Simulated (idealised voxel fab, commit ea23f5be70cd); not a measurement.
process module | voxel plated lines
cross-section cut | 210 nm wide | cells 5 nm
A cross-section is a grid of square cells, given in bands from the top down. A band is one or more rows of cells.
Each band's line starts with the height of the band's top and of its bottom, in nm. Then come its materials from left to right, each with its width in nm. One material with "throughout" fills the band from edge to edge. "air" is empty space.
Height 0 is the level under which the wafer as received is all one material. The lowest band goes on downwards, as in "0 down".
A width such as "30 to 40" changes by the same amount from each row of cells to the next, from the band's top row to its bottom row.
"no change" after a step means that no cell of the cross-section changed.
closed voids: empty space of 8 cells or more with no open way to the top, each as width x height at its distance from the left edge, in nm
after a step's settings: what the simulator itself notes on the step
overlay nm, on a step with a mask: how far to the right of its planned place the mask lay; to the left if negative
plan
1 op RECEIVE | material Si
2 op CONFORMAL_DEP | material Al2O3 | thk nm 10
3 op DIRECTIONAL_DEP | material TiN | thk nm 5
4 op PATTERN | tone open | mask id LINES | material resist | width nm 25 | pitch nm 40 | thk nm 40 | overlay nm 0
5 op EPI | material Ru | thk nm 10
6 op EPI | material Ru | thk nm 10
7 op EPI | material Ru | thk nm 10
8 op STRIP | etch materials resist
9 op DIRECTIONAL_ETCH | etch materials TiN | depth nm 5
10 op CONFORMAL_DEP | material SiN | thk nm 10
as received, after step 1
  0 down: Si throughout
  closed voids: none
first wafer at the end, as planned
  55 to 45: air 60 | SiN 85 | air 65
  45 to 20: air 60 | SiN 10 | Ru 25 | SiN 15 | Ru 25 | SiN 10 | air 65
  20 to 15: SiN 70 | Ru 25 | SiN 15 | Ru 25 | SiN 75
  15 to 10: SiN 70 | TiN 25 | SiN 15 | TiN 25 | SiN 75
  10 to 0: Al2O3 throughout
  0 down: Si throughout
  closed voids: none
second wafer at the end: like start, like plan, one mistake
  25 to 15: SiN throughout
  15 to 5: Al2O3 throughout
  5 to 0: TiN throughout
  0 down: Si throughout
  closed voids: none
what went wrong: steps 2 and 3 were swapped
at the end the second wafer has, in cells: 60 fewer of Ru | 49 fewer of SiN | 32 more of TiN
